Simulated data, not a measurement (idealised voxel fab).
Process module under the name voxel transistor to metal
The cross-section shown here is cut; it is 200 nm wide and divided into square cells measuring 5 nm on a side.
Cross-section layout: square cells on a grid; listed as bands, top to bottom; a band spans one or more cell rows. Top, bottom (nm), then materials left to right with widths (nm); lone material tagged "everywhere" fills the whole band edge to edge; "empty" = empty space. It should be noted that heights are counted from 0, beneath which the wafer as supplied is of one material throughout, and that the lowest band possesses no lower boundary but continues downward, as written in "from 0 down". Graded width ("30->40"): value in top row of band = first number; value in bottom row = second number; row-to-row change constant. Step note "no modifications" = no cross-section cell changed. In "Closed void register" the enclosed voids are listed, meaning empty spaces of 8 cells or larger without any opening to the top. The form is width x height at distance, distance from the left edge, units nm. Note: text after step settings on the step line = simulator remark on that step. The line of a step may include "overlay nm". On a step with a mask, this value is how far to the right of its planned place the mask lay. A negative value means the mask lay to the left.
The process steps that were planned are listed below:
1) RECEIVE,material Si
2) CONFORMAL_DEP,material SiO2,thk nm 5
3) CONFORMAL_DEP,material SiN,thk nm 10
4) MASKED_ETCH,tone cover,mask id ACTIVE,width nm 115,etch materials SiN,depth nm 10,overlay nm 0
5) MASKED_ETCH,tone cover,mask id ACTIVE,width nm 115,etch materials SiO2,depth nm 5,overlay nm 0
6) MASKED_ETCH,tone cover,mask id ACTIVE,width nm 115,etch materials Si,depth nm 35,overlay nm 0
7) FILL_DEP,material SiO2,thk nm 10
8) CMP,height nm 15
9) SELECTIVE_ETCH,etch materials SiO2,depth nm 10
10) STRIP,etch materials SiN
11) SELECTIVE_ETCH,etch materials SiO2,depth nm 5
12) OXIDIZE,depth nm 5
13) DIRECTIONAL_DEP,material polySi,thk nm 25
14) DIRECTIONAL_DEP,material SiCN,thk nm 15
15) PATTERN,tone cover,mask id GATE,material resist,width nm 35,thk nm 20,overlay nm 0
16) DIRECTIONAL_ETCH,etch materials SiCN,depth nm 25
17) DIRECTIONAL_ETCH,etch materials polySi,depth nm 35
18) STRIP,etch materials resist
19) CONFORMAL_DEP,material SiN,thk nm 5
20) DIRECTIONAL_ETCH,etch materials SiN,depth nm 5
21) DIRECTIONAL_ETCH,etch materials SiO2,depth nm 5
22) EPI,material nSi,thk nm 5
23) FILL_DEP,material SiO2,thk nm 5
24) CMP,height nm 25
25) STRIP,etch materials polySi
26) SELECTIVE_ETCH,etch materials SiO2,depth nm 5
27) CONFORMAL_DEP,material HfO2,thk nm 5
28) CONFORMAL_DEP,material TiN,thk nm 5
29) FILL_DEP,material W,thk nm 5
30) CMP,height nm 20
31) DIRECTIONAL_DEP,material SiO2,thk nm 15
32) DIRECTIONAL_DEP,material aC,thk nm 10
33) PATTERN,tone open,mask id CONTACT,material resist,width nm 15,pitch nm 90,thk nm 25,overlay nm 0
34) DIRECTIONAL_ETCH,etch materials aC,depth nm 10
35) STRIP,etch materials resist
36) DIRECTIONAL_ETCH,etch materials SiO2,depth nm 35
37) STRIP,etch materials aC
38) CONFORMAL_DEP,material TiN,thk nm 5
39) FILL_DEP,material W,thk nm 5
40) CMP,height nm 35
41) CONFORMAL_DEP,material SiCN,thk nm 5
42) DIRECTIONAL_DEP,material SiO2,thk nm 25
43) DIRECTIONAL_DEP,material aC,thk nm 15
44) PATTERN,tone open,mask id METAL_1,material resist,width nm 15,pitch nm 90,thk nm 30,overlay nm 0
45) DIRECTIONAL_ETCH,etch materials aC,depth nm 15
46) STRIP,etch materials resist
47) DIRECTIONAL_ETCH,etch materials SiO2,depth nm 25
48) DIRECTIONAL_ETCH,etch materials SiCN,depth nm 5
49) STRIP,etch materials aC
50) CONFORMAL_DEP,material TiN,thk nm 5
51) FILL_DEP,material Cu,thk nm 5
52) CMP,height nm 65
53) CONFORMAL_DEP,material SiCN,thk nm 5
54) DIRECTIONAL_DEP,material SiO2,thk nm 30
55) PATTERN,tone open,mask id METAL_2,material resist,width nm 15,pitch nm 90,thk nm 20,overlay nm 0
56) DIRECTIONAL_ETCH,etch materials SiO2,depth nm 20
57) STRIP,etch materials resist
58) MASKED_ETCH,tone open,mask id METAL_2_HOLES,width nm 15,pitch nm 90,etch materials SiO2,depth nm 10,overlay nm 0
59) MASKED_ETCH,tone open,mask id METAL_2_HOLES,width nm 15,pitch nm 90,etch materials SiCN,depth nm 5,overlay nm 0
60) CONFORMAL_DEP,material TiN,thk nm 5
61) FILL_DEP,material Ru,thk nm 10
62) CMP,height nm 100
63) CONFORMAL_DEP,material SiCN,thk nm 5
First wafer of two (run as planned):
Wafer at receipt (post step 1), cross-section:
* from 0 down = Si everywhere
* Closed void register: none
Sectional view: wafer, after step 2:
* from 5 to 0 = SiO2 everywhere
* Lower than 0, everything is as it was.
Sectional view: wafer, after step 3:
* from 15 to 5 = SiN everywhere
* Lower than 5, everything is as it was.
Sectional view: wafer, after step 4:
* from 15 to 5 = empty (40)  SiN (115)  empty (45)
* Lower than 5, everything is as it was.
Sectional view: wafer, after step 5:
* from 15 to 5 = empty (40)  SiN (115)  empty (45)
* from 5 to 0 = empty (40)  SiO2 (115)  empty (45)
* Lower than 0, everything is as it was.
Sectional view: wafer, after step 6:
* from 15 to 5 = empty (40)  SiN (115)  empty (45)
* from 5 to 0 = empty (40)  SiO2 (115)  empty (45)
* from 0 to -35 = empty (40)  Si (115)  empty (45)
* Lower than -35, everything is as it was.
Sectional view: wafer, after step 7:
* from 25 to 15 = SiO2 everywhere
* from 15 to 5 = SiO2 (40)  SiN (115)  SiO2 (45)
* from 5 to 0 = SiO2 everywhere
* from 0 to -35 = SiO2 (40)  Si (115)  SiO2 (45)
* Lower than -35, everything is as it was.
Sectional view: wafer, after step 8:
* from 15 to 5 = SiO2 (40)  SiN (115)  SiO2 (45)
* Lower than 5, everything is as it was.
Sectional view: wafer, after step 9:
* from 15 to 5 = empty (40)  SiN (115)  empty (45)
* Lower than 5, everything is as it was.
Sectional view: wafer, after step 10:
* from 5 to 0 = SiO2 everywhere
* Lower than 0, everything is as it was.
Sectional view: wafer, after step 11:
* from 0 to -35 = SiO2 (40)  Si (115)  SiO2 (45)
* Lower than -35, everything is as it was.
Sectional view: wafer, after step 12:
* from 0 to -5 = SiO2 everywhere
* Lower than -5, everything is as it was.
Sectional view: wafer, after step 13:
* from 25 to 0 = polySi everywhere
* Lower than 0, everything is as it was.
Sectional view: wafer, after step 14:
* from 40 to 25 = SiCN everywhere
* Lower than 25, everything is as it was.
Sectional view: wafer, after step 15:
* from 60 to 40 = empty (80)  resist (35)  empty (85)
* Lower than 40, everything is as it was.
Sectional view: wafer, after step 16:
* from 60 to 40 = empty (80)  resist (35)  empty (85)
* from 40 to 25 = empty (80)  SiCN (35)  empty (85)
* Lower than 25, everything is as it was.
Sectional view: wafer, after step 17:
* from 60 to 40 = empty (80)  resist (35)  empty (85)
* from 40 to 25 = empty (80)  SiCN (35)  empty (85)
* from 25 to 0 = empty (80)  polySi (35)  empty (85)
* Lower than 0, everything is as it was.
Sectional view: wafer, after step 18:
* from 40 to 25 = empty (80)  SiCN (35)  empty (85)
* Lower than 25, everything is as it was.
Sectional view: wafer, after step 19:
* from 45 to 40 = empty (75)  SiN (45)  empty (80)
* from 40 to 25 = empty (75)  SiN (5)  SiCN (35)  SiN (5)  empty (80)
* from 25 to 5 = empty (75)  SiN (5)  polySi (35)  SiN (5)  empty (80)
* from 5 to 0 = SiN (80)  polySi (35)  SiN (85)
* Lower than 0, everything is as it was.
Sectional view: wafer, after step 20:
* from 40 to 25 = empty (75)  SiN (5)  SiCN (35)  SiN (5)  empty (80)
* from 25 to 0 = empty (75)  SiN (5)  polySi (35)  SiN (5)  empty (80)
* Lower than 0, everything is as it was.
Sectional view: wafer, after step 21:
* from 40 to 25 = empty (75)  SiN (5)  SiCN (35)  SiN (5)  empty (80)
* from 25 to 0 = empty (75)  SiN (5)  polySi (35)  SiN (5)  empty (80)
* from 0 to -5 = empty (75)  SiO2 (45)  empty (80)
* Lower than -5, everything is as it was.
Sectional view: wafer, after step 22:
* from 40 to 25 = empty (75)  SiN (5)  SiCN (35)  SiN (5)  empty (80)
* from 25 to 0 = empty (75)  SiN (5)  polySi (35)  SiN (5)  empty (80)
* from 0 to -5 = empty (35)  nSi (40)  SiO2 (45)  nSi (40)  empty (40)
* Lower than -5, everything is as it was.
Sectional view: wafer, after step 23:
* from 45 to 40 = SiO2 everywhere
* from 40 to 25 = SiO2 (75)  SiN (5)  SiCN (35)  SiN (5)  SiO2 (80)
* from 25 to 0 = SiO2 (75)  SiN (5)  polySi (35)  SiN (5)  SiO2 (80)
* from 0 to -5 = SiO2 (35)  nSi (40)  SiO2 (45)  nSi (40)  SiO2 (40)
* Lower than -5, everything is as it was.
Sectional view: wafer, after step 24:
* from 25 to 0 = SiO2 (75)  SiN (5)  polySi (35)  SiN (5)  SiO2 (80)
* Lower than 0, everything is as it was.
Sectional view: wafer, after step 25:
* from 25 to 0 = SiO2 (75)  SiN (5)  empty (35)  SiN (5)  SiO2 (80)
* Lower than 0, everything is as it was.
Sectional view: wafer, after step 26:
* from 25 to 20 = empty (75)  SiN (5)  empty (35)  SiN (5)  empty (80)
* from 20 to 0 = SiO2 (75)  SiN (5)  empty (35)  SiN (5)  SiO2 (80)
* from 0 to -5 = SiO2 (35)  nSi (40)  empty (45)  nSi (40)  SiO2 (40)
* Lower than -5, everything is as it was.
Sectional view: wafer, after step 27:
* from 30 to 25 = empty (70)  HfO2 (15)  empty (25)  HfO2 (15)  empty (75)
* from 25 to 20 = HfO2 (75)  SiN (5)  HfO2 (5)  empty (25)  HfO2 (5)  SiN (5)  HfO2 (80)
* from 20 to 0 = SiO2 (75)  SiN (5)  HfO2 (5)  empty (25)  HfO2 (5)  SiN (5)  SiO2 (80)
* from 0 to -5 = SiO2 (35)  nSi (40)  HfO2 (45)  nSi (40)  SiO2 (40)
* Lower than -5, everything is as it was.
Sectional view: wafer, after step 28:
* from 35 to 30 = empty (65)  TiN (25)  empty (15)  TiN (25)  empty (70)
* from 30 to 25 = TiN (70)  HfO2 (15)  TiN (5)  empty (15)  TiN (5)  HfO2 (15)  TiN (75)
* from 25 to 20 = HfO2 (75)  SiN (5)  HfO2 (5)  TiN (5)  empty (15)  TiN (5)  HfO2 (5)  SiN (5)  HfO2 (80)
* from 20 to 5 = SiO2 (75)  SiN (5)  HfO2 (5)  TiN (5)  empty (15)  TiN (5)  HfO2 (5)  SiN (5)  SiO2 (80)
* from 5 to 0 = SiO2 (75)  SiN (5)  HfO2 (5)  TiN (25)  HfO2 (5)  SiN (5)  SiO2 (80)
* Lower than 0, everything is as it was.
Sectional view: wafer, after step 29:
* from 40 to 35 = W everywhere
* from 35 to 30 = W (65)  TiN (25)  W (15)  TiN (25)  W (70)
* from 30 to 25 = TiN (70)  HfO2 (15)  TiN (5)  W (15)  TiN (5)  HfO2 (15)  TiN (75)
* from 25 to 20 = HfO2 (75)  SiN (5)  HfO2 (5)  TiN (5)  W (15)  TiN (5)  HfO2 (5)  SiN (5)  HfO2 (80)
* from 20 to 5 = SiO2 (75)  SiN (5)  HfO2 (5)  TiN (5)  W (15)  TiN (5)  HfO2 (5)  SiN (5)  SiO2 (80)
* Lower than 5, everything is as it was.
Sectional view: wafer, after step 30:
* from 20 to 5 = SiO2 (75)  SiN (5)  HfO2 (5)  TiN (5)  W (15)  TiN (5)  HfO2 (5)  SiN (5)  SiO2 (80)
* Lower than 5, everything is as it was.
Sectional view: wafer, after step 31:
* from 35 to 20 = SiO2 everywhere
* Lower than 20, everything is as it was.
Sectional view: wafer, after step 32:
* from 45 to 35 = aC everywhere
* Lower than 35, everything is as it was.
Sectional view: wafer, after step 33:
* from 70 to 45 = resist (45)  empty (15)  resist (75)  empty (15)  resist (50)
* Lower than 45, everything is as it was.
Sectional view: wafer, after step 34:
* from 60 to 45 = resist (45)  empty (15)  resist (75)  empty (15)  resist (50)
* from 45 to 35 = aC (45)  empty (15)  aC (75)  empty (15)  aC (50)
* Lower than 35, everything is as it was.
Sectional view: wafer, after step 35:
* from 45 to 35 = aC (45)  empty (15)  aC (75)  empty (15)  aC (50)
* Lower than 35, everything is as it was.
Sectional view: wafer, after step 36:
* from 45 to 35 = aC (45)  empty (15)  aC (75)  empty (15)  aC (50)
* from 35 to 20 = SiO2 (45)  empty (15)  SiO2 (75)  empty (15)  SiO2 (50)
* from 20 to 5 = SiO2 (45)  empty (15)  SiO2 (15)  SiN (5)  HfO2 (5)  TiN (5)  W (15)  TiN (5)  HfO2 (5)  SiN (5)  SiO2 (15)  empty (15)  SiO2 (50)
* from 5 to 0 = SiO2 (45)  empty (15)  SiO2 (15)  SiN (5)  HfO2 (5)  TiN (25)  HfO2 (5)  SiN (5)  SiO2 (15)  empty (15)  SiO2 (50)
* Lower than 0, everything is as it was.
Sectional view: wafer, after step 37:
* from 35 to 20 = SiO2 (45)  empty (15)  SiO2 (75)  empty (15)  SiO2 (50)
* Lower than 20, everything is as it was.
Sectional view: wafer, after step 38:
* from 40 to 35 = TiN (50)  empty (5)  TiN (85)  empty (5)  TiN (55)
* from 35 to 20 = SiO2 (45)  TiN (5)  empty (5)  TiN (5)  SiO2 (75)  TiN (5)  empty (5)  TiN (5)  SiO2 (50)
* from 20 to 5 = SiO2 (45)  TiN (5)  empty (5)  TiN (5)  SiO2 (15)  SiN (5)  HfO2 (5)  TiN (5)  W (15)  TiN (5)  HfO2 (5)  SiN (5)  SiO2 (15)  TiN (5)  empty (5)  TiN (5)  SiO2 (50)
* from 5 to 0 = SiO2 (45)  TiN (15)  SiO2 (15)  SiN (5)  HfO2 (5)  TiN (25)  HfO2 (5)  SiN (5)  SiO2 (15)  TiN (15)  SiO2 (50)
* Lower than 0, everything is as it was.
Sectional view: wafer, after step 39:
* from 45 to 40 = W everywhere
* from 40 to 35 = TiN (50)  W (5)  TiN (85)  W (5)  TiN (55)
* from 35 to 20 = SiO2 (45)  TiN (5)  W (5)  TiN (5)  SiO2 (75)  TiN (5)  W (5)  TiN (5)  SiO2 (50)
* from 20 to 5 = SiO2 (45)  TiN (5)  W (5)  TiN (5)  SiO2 (15)  SiN (5)  HfO2 (5)  TiN (5)  W (15)  TiN (5)  HfO2 (5)  SiN (5)  SiO2 (15)  TiN (5)  W (5)  TiN (5)  SiO2 (50)
* Lower than 5, everything is as it was.
Sectional view: wafer, after step 40:
* from 35 to 20 = SiO2 (45)  TiN (5)  W (5)  TiN (5)  SiO2 (75)  TiN (5)  W (5)  TiN (5)  SiO2 (50)
* Lower than 20, everything is as it was.
Sectional view: wafer, after step 41:
* from 40 to 35 = SiCN everywhere
* Lower than 35, everything is as it was.
Sectional view: wafer, after step 42:
* from 65 to 40 = SiO2 everywhere
* Lower than 40, everything is as it was.
Sectional view: wafer, after step 43:
* from 80 to 65 = aC everywhere
* Lower than 65, everything is as it was.
Sectional view: wafer, after step 44:
* from 110 to 80 = resist (45)  empty (15)  resist (75)  empty (15)  resist (50)
* Lower than 80, everything is as it was.
Sectional view: wafer, after step 45:
* from 95 to 80 = resist (45)  empty (15)  resist (75)  empty (15)  resist (50)
* from 80 to 65 = aC (45)  empty (15)  aC (75)  empty (15)  aC (50)
* Lower than 65, everything is as it was.
Sectional view: wafer, after step 46:
* from 80 to 65 = aC (45)  empty (15)  aC (75)  empty (15)  aC (50)
* Lower than 65, everything is as it was.
Sectional view: wafer, after step 47:
* from 80 to 65 = aC (45)  empty (15)  aC (75)  empty (15)  aC (50)
* from 65 to 40 = SiO2 (45)  empty (15)  SiO2 (75)  empty (15)  SiO2 (50)
* Lower than 40, everything is as it was.
Sectional view: wafer, after step 48:
* from 80 to 65 = aC (45)  empty (15)  aC (75)  empty (15)  aC (50)
* from 65 to 40 = SiO2 (45)  empty (15)  SiO2 (75)  empty (15)  SiO2 (50)
* from 40 to 35 = SiCN (45)  empty (15)  SiCN (75)  empty (15)  SiCN (50)
* Lower than 35, everything is as it was.
Sectional view: wafer, after step 49:
* from 65 to 40 = SiO2 (45)  empty (15)  SiO2 (75)  empty (15)  SiO2 (50)
* Lower than 40, everything is as it was.
Sectional view: wafer, after step 50:
* from 70 to 65 = TiN (50)  empty (5)  TiN (85)  empty (5)  TiN (55)
* from 65 to 40 = SiO2 (45)  TiN (5)  empty (5)  TiN (5)  SiO2 (75)  TiN (5)  empty (5)  TiN (5)  SiO2 (50)
* from 40 to 35 = SiCN (45)  TiN (15)  SiCN (75)  TiN (15)  SiCN (50)
* Lower than 35, everything is as it was.
Sectional view: wafer, after step 51:
* from 75 to 70 = Cu everywhere
* from 70 to 65 = TiN (50)  Cu (5)  TiN (85)  Cu (5)  TiN (55)
* from 65 to 40 = SiO2 (45)  TiN (5)  Cu (5)  TiN (5)  SiO2 (75)  TiN (5)  Cu (5)  TiN (5)  SiO2 (50)
* Lower than 40, everything is as it was.
Sectional view: wafer, after step 52:
* from 65 to 40 = SiO2 (45)  TiN (5)  Cu (5)  TiN (5)  SiO2 (75)  TiN (5)  Cu (5)  TiN (5)  SiO2 (50)
* Lower than 40, everything is as it was.
Sectional view: wafer, after step 53:
* from 70 to 65 = SiCN everywhere
* Lower than 65, everything is as it was.
Sectional view: wafer, after step 54:
* from 100 to 70 = SiO2 everywhere
* Lower than 70, everything is as it was.
Sectional view: wafer, after step 55:
* from 120 to 100 = resist (45)  empty (15)  resist (75)  empty (15)  resist (50)
* Lower than 100, everything is as it was.
Sectional view: wafer, after step 56:
* from 120 to 100 = resist (45)  empty (15)  resist (75)  empty (15)  resist (50)
* from 100 to 80 = SiO2 (45)  empty (15)  SiO2 (75)  empty (15)  SiO2 (50)
* Lower than 80, everything is as it was.
Sectional view: wafer, after step 57:
* from 100 to 80 = SiO2 (45)  empty (15)  SiO2 (75)  empty (15)  SiO2 (50)
* Lower than 80, everything is as it was.
Sectional view: wafer, after step 58:
* from 100 to 70 = SiO2 (45)  empty (15)  SiO2 (75)  empty (15)  SiO2 (50)
* Lower than 70, everything is as it was.
Sectional view: wafer, after step 59:
* from 100 to 70 = SiO2 (45)  empty (15)  SiO2 (75)  empty (15)  SiO2 (50)
* from 70 to 65 = SiCN (45)  empty (15)  SiCN (75)  empty (15)  SiCN (50)
* Lower than 65, everything is as it was.
Sectional view: wafer, after step 60:
* from 105 to 100 = TiN (50)  empty (5)  TiN (85)  empty (5)  TiN (55)
* from 100 to 70 = SiO2 (45)  TiN (5)  empty (5)  TiN (5)  SiO2 (75)  TiN (5)  empty (5)  TiN (5)  SiO2 (50)
* from 70 to 65 = SiCN (45)  TiN (15)  SiCN (75)  TiN (15)  SiCN (50)
* Lower than 65, everything is as it was.
Sectional view: wafer, after step 61:
* from 115 to 105 = Ru everywhere
* from 105 to 100 = TiN (50)  Ru (5)  TiN (85)  Ru (5)  TiN (55)
* from 100 to 70 = SiO2 (45)  TiN (5)  Ru (5)  TiN (5)  SiO2 (75)  TiN (5)  Ru (5)  TiN (5)  SiO2 (50)
* Lower than 70, everything is as it was.
Sectional view: wafer, after step 62:
* from 100 to 70 = SiO2 (45)  TiN (5)  Ru (5)  TiN (5)  SiO2 (75)  TiN (5)  Ru (5)  TiN (5)  SiO2 (50)
* Lower than 70, everything is as it was.
Sectional view: wafer, after step 63:
* from 105 to 100 = SiCN everywhere
* Lower than 100, everything is as it was.
Now the other wafer: same start, same recipe, but we messed up one thing when running it. Up to and including step 26 it's the same as the first one:
Cross-section of the second wafer at the time step 27 of the plan should have ended:
* from 30 to 25 = empty (70)  TiN (15)  empty (25)  TiN (15)  empty (75)
* from 25 to 20 = TiN (75)  SiN (5)  TiN (5)  empty (25)  TiN (5)  SiN (5)  TiN (80)
* from 20 to 0 = SiO2 (75)  SiN (5)  TiN (5)  empty (25)  TiN (5)  SiN (5)  SiO2 (80)
* from 0 to -5 = SiO2 (35)  nSi (40)  TiN (45)  nSi (40)  SiO2 (40)
* Lower than -5, everything is as it was.
Cross-section of the second wafer at the time step 28 of the plan should have ended:
* from 35 to 30 = empty (65)  HfO2 (25)  empty (15)  HfO2 (25)  empty (70)
* from 30 to 25 = HfO2 (70)  TiN (15)  HfO2 (5)  empty (15)  HfO2 (5)  TiN (15)  HfO2 (75)
* from 25 to 20 = TiN (75)  SiN (5)  TiN (5)  HfO2 (5)  empty (15)  HfO2 (5)  TiN (5)  SiN (5)  TiN (80)
* from 20 to 5 = SiO2 (75)  SiN (5)  TiN (5)  HfO2 (5)  empty (15)  HfO2 (5)  TiN (5)  SiN (5)  SiO2 (80)
* from 5 to 0 = SiO2 (75)  SiN (5)  TiN (5)  HfO2 (25)  TiN (5)  SiN (5)  SiO2 (80)
* Lower than 0, everything is as it was.
Cross-section of the second wafer at the time step 29 of the plan should have ended:
* from 40 to 35 = W everywhere
* from 35 to 30 = W (65)  HfO2 (25)  W (15)  HfO2 (25)  W (70)
* from 30 to 25 = HfO2 (70)  TiN (15)  HfO2 (5)  W (15)  HfO2 (5)  TiN (15)  HfO2 (75)
* from 25 to 20 = TiN (75)  SiN (5)  TiN (5)  HfO2 (5)  W (15)  HfO2 (5)  TiN (5)  SiN (5)  TiN (80)
* from 20 to 5 = SiO2 (75)  SiN (5)  TiN (5)  HfO2 (5)  W (15)  HfO2 (5)  TiN (5)  SiN (5)  SiO2 (80)
* Lower than 5, everything is as it was.
Cross-section of the second wafer at the time step 30 of the plan should have ended:
* from 20 to 5 = SiO2 (75)  SiN (5)  TiN (5)  HfO2 (5)  W (15)  HfO2 (5)  TiN (5)  SiN (5)  SiO2 (80)
* Lower than 5, everything is as it was.
Cross-section of the second wafer at the time step 31 of the plan should have ended:
* from 35 to 20 = SiO2 everywhere
* Lower than 20, everything is as it was.
Cross-section of the second wafer at the time step 32 of the plan should have ended:
* from 45 to 35 = aC everywhere
* Lower than 35, everything is as it was.
Cross-section of the second wafer at the time step 33 of the plan should have ended:
* from 70 to 45 = resist (45)  empty (15)  resist (75)  empty (15)  resist (50)
* Lower than 45, everything is as it was.
Cross-section of the second wafer at the time step 34 of the plan should have ended:
* from 60 to 45 = resist (45)  empty (15)  resist (75)  empty (15)  resist (50)
* from 45 to 35 = aC (45)  empty (15)  aC (75)  empty (15)  aC (50)
* Lower than 35, everything is as it was.
Cross-section of the second wafer at the time step 35 of the plan should have ended:
* from 45 to 35 = aC (45)  empty (15)  aC (75)  empty (15)  aC (50)
* Lower than 35, everything is as it was.
Cross-section of the second wafer at the time step 36 of the plan should have ended:
* from 45 to 35 = aC (45)  empty (15)  aC (75)  empty (15)  aC (50)
* from 35 to 20 = SiO2 (45)  empty (15)  SiO2 (75)  empty (15)  SiO2 (50)
* from 20 to 5 = SiO2 (45)  empty (15)  SiO2 (15)  SiN (5)  TiN (5)  HfO2 (5)  W (15)  HfO2 (5)  TiN (5)  SiN (5)  SiO2 (15)  empty (15)  SiO2 (50)
* from 5 to 0 = SiO2 (45)  empty (15)  SiO2 (15)  SiN (5)  TiN (5)  HfO2 (25)  TiN (5)  SiN (5)  SiO2 (15)  empty (15)  SiO2 (50)
* Lower than 0, everything is as it was.
Cross-section of the second wafer at the time step 37 of the plan should have ended:
* from 35 to 20 = SiO2 (45)  empty (15)  SiO2 (75)  empty (15)  SiO2 (50)
* Lower than 20, everything is as it was.
Cross-section of the second wafer at the time step 38 of the plan should have ended:
* from 40 to 35 = TiN (50)  empty (5)  TiN (85)  empty (5)  TiN (55)
* from 35 to 20 = SiO2 (45)  TiN (5)  empty (5)  TiN (5)  SiO2 (75)  TiN (5)  empty (5)  TiN (5)  SiO2 (50)
* from 20 to 5 = SiO2 (45)  TiN (5)  empty (5)  TiN (5)  SiO2 (15)  SiN (5)  TiN (5)  HfO2 (5)  W (15)  HfO2 (5)  TiN (5)  SiN (5)  SiO2 (15)  TiN (5)  empty (5)  TiN (5)  SiO2 (50)
* from 5 to 0 = SiO2 (45)  TiN (15)  SiO2 (15)  SiN (5)  TiN (5)  HfO2 (25)  TiN (5)  SiN (5)  SiO2 (15)  TiN (15)  SiO2 (50)
* Lower than 0, everything is as it was.
Cross-section of the second wafer at the time step 39 of the plan should have ended:
* from 45 to 40 = W everywhere
* from 40 to 35 = TiN (50)  W (5)  TiN (85)  W (5)  TiN (55)
* from 35 to 20 = SiO2 (45)  TiN (5)  W (5)  TiN (5)  SiO2 (75)  TiN (5)  W (5)  TiN (5)  SiO2 (50)
* from 20 to 5 = SiO2 (45)  TiN (5)  W (5)  TiN (5)  SiO2 (15)  SiN (5)  TiN (5)  HfO2 (5)  W (15)  HfO2 (5)  TiN (5)  SiN (5)  SiO2 (15)  TiN (5)  W (5)  TiN (5)  SiO2 (50)
* Lower than 5, everything is as it was.
Cross-section of the second wafer at the time step 40 of the plan should have ended:
* from 35 to 20 = SiO2 (45)  TiN (5)  W (5)  TiN (5)  SiO2 (75)  TiN (5)  W (5)  TiN (5)  SiO2 (50)
* Lower than 20, everything is as it was.
Cross-section of the second wafer at the time step 41 of the plan should have ended:
* from 40 to 35 = SiCN everywhere
* Lower than 35, everything is as it was.
Cross-section of the second wafer at the time step 42 of the plan should have ended:
* from 65 to 40 = SiO2 everywhere
* Lower than 40, everything is as it was.
Cross-section of the second wafer at the time step 43 of the plan should have ended:
* from 80 to 65 = aC everywhere
* Lower than 65, everything is as it was.
Cross-section of the second wafer at the time step 44 of the plan should have ended:
* from 110 to 80 = resist (45)  empty (15)  resist (75)  empty (15)  resist (50)
* Lower than 80, everything is as it was.
Cross-section of the second wafer at the time step 45 of the plan should have ended:
* from 95 to 80 = resist (45)  empty (15)  resist (75)  empty (15)  resist (50)
* from 80 to 65 = aC (45)  empty (15)  aC (75)  empty (15)  aC (50)
* Lower than 65, everything is as it was.
Cross-section of the second wafer at the time step 46 of the plan should have ended:
* from 80 to 65 = aC (45)  empty (15)  aC (75)  empty (15)  aC (50)
* Lower than 65, everything is as it was.
Cross-section of the second wafer at the time step 47 of the plan should have ended:
* from 80 to 65 = aC (45)  empty (15)  aC (75)  empty (15)  aC (50)
* from 65 to 40 = SiO2 (45)  empty (15)  SiO2 (75)  empty (15)  SiO2 (50)
* Lower than 40, everything is as it was.
Cross-section of the second wafer at the time step 48 of the plan should have ended:
* from 80 to 65 = aC (45)  empty (15)  aC (75)  empty (15)  aC (50)
* from 65 to 40 = SiO2 (45)  empty (15)  SiO2 (75)  empty (15)  SiO2 (50)
* from 40 to 35 = SiCN (45)  empty (15)  SiCN (75)  empty (15)  SiCN (50)
* Lower than 35, everything is as it was.
Cross-section of the second wafer at the time step 49 of the plan should have ended:
* from 65 to 40 = SiO2 (45)  empty (15)  SiO2 (75)  empty (15)  SiO2 (50)
* Lower than 40, everything is as it was.
Cross-section of the second wafer at the time step 50 of the plan should have ended:
* from 70 to 65 = TiN (50)  empty (5)  TiN (85)  empty (5)  TiN (55)
* from 65 to 40 = SiO2 (45)  TiN (5)  empty (5)  TiN (5)  SiO2 (75)  TiN (5)  empty (5)  TiN (5)  SiO2 (50)
* from 40 to 35 = SiCN (45)  TiN (15)  SiCN (75)  TiN (15)  SiCN (50)
* Lower than 35, everything is as it was.
Cross-section of the second wafer at the time step 51 of the plan should have ended:
* from 75 to 70 = Cu everywhere
* from 70 to 65 = TiN (50)  Cu (5)  TiN (85)  Cu (5)  TiN (55)
* from 65 to 40 = SiO2 (45)  TiN (5)  Cu (5)  TiN (5)  SiO2 (75)  TiN (5)  Cu (5)  TiN (5)  SiO2 (50)
* Lower than 40, everything is as it was.
Cross-section of the second wafer at the time step 52 of the plan should have ended:
* from 65 to 40 = SiO2 (45)  TiN (5)  Cu (5)  TiN (5)  SiO2 (75)  TiN (5)  Cu (5)  TiN (5)  SiO2 (50)
* Lower than 40, everything is as it was.
Cross-section of the second wafer at the time step 53 of the plan should have ended:
* from 70 to 65 = SiCN everywhere
* Lower than 65, everything is as it was.
Cross-section of the second wafer at the time step 54 of the plan should have ended:
* from 100 to 70 = SiO2 everywhere
* Lower than 70, everything is as it was.
Cross-section of the second wafer at the time step 55 of the plan should have ended:
* from 120 to 100 = resist (45)  empty (15)  resist (75)  empty (15)  resist (50)
* Lower than 100, everything is as it was.
Cross-section of the second wafer at the time step 56 of the plan should have ended:
* from 120 to 100 = resist (45)  empty (15)  resist (75)  empty (15)  resist (50)
* from 100 to 80 = SiO2 (45)  empty (15)  SiO2 (75)  empty (15)  SiO2 (50)
* Lower than 80, everything is as it was.
Cross-section of the second wafer at the time step 57 of the plan should have ended:
* from 100 to 80 = SiO2 (45)  empty (15)  SiO2 (75)  empty (15)  SiO2 (50)
* Lower than 80, everything is as it was.
Cross-section of the second wafer at the time step 58 of the plan should have ended:
* from 100 to 70 = SiO2 (45)  empty (15)  SiO2 (75)  empty (15)  SiO2 (50)
* Lower than 70, everything is as it was.
Cross-section of the second wafer at the time step 59 of the plan should have ended:
* from 100 to 70 = SiO2 (45)  empty (15)  SiO2 (75)  empty (15)  SiO2 (50)
* from 70 to 65 = SiCN (45)  empty (15)  SiCN (75)  empty (15)  SiCN (50)
* Lower than 65, everything is as it was.
Cross-section of the second wafer at the time step 60 of the plan should have ended:
* from 105 to 100 = TiN (50)  empty (5)  TiN (85)  empty (5)  TiN (55)
* from 100 to 70 = SiO2 (45)  TiN (5)  empty (5)  TiN (5)  SiO2 (75)  TiN (5)  empty (5)  TiN (5)  SiO2 (50)
* from 70 to 65 = SiCN (45)  TiN (15)  SiCN (75)  TiN (15)  SiCN (50)
* Lower than 65, everything is as it was.
Cross-section of the second wafer at the time step 61 of the plan should have ended:
* from 115 to 105 = Ru everywhere
* from 105 to 100 = TiN (50)  Ru (5)  TiN (85)  Ru (5)  TiN (55)
* from 100 to 70 = SiO2 (45)  TiN (5)  Ru (5)  TiN (5)  SiO2 (75)  TiN (5)  Ru (5)  TiN (5)  SiO2 (50)
* Lower than 70, everything is as it was.
Cross-section of the second wafer at the time step 62 of the plan should have ended:
* from 100 to 70 = SiO2 (45)  TiN (5)  Ru (5)  TiN (5)  SiO2 (75)  TiN (5)  Ru (5)  TiN (5)  SiO2 (50)
* Lower than 70, everything is as it was.
Cross-section of the second wafer at the time step 63 of the plan should have ended:
* from 105 to 100 = SiCN everywhere
* Lower than 100, everything is as it was.
Short version of what went wrong: the run placed steps 27 and 28 each in the position the plan gave to the other
Wafer comparison, final, in cells, second relative to first, materials more or fewer: 6 fewer of HfO2 | 6 more of TiN
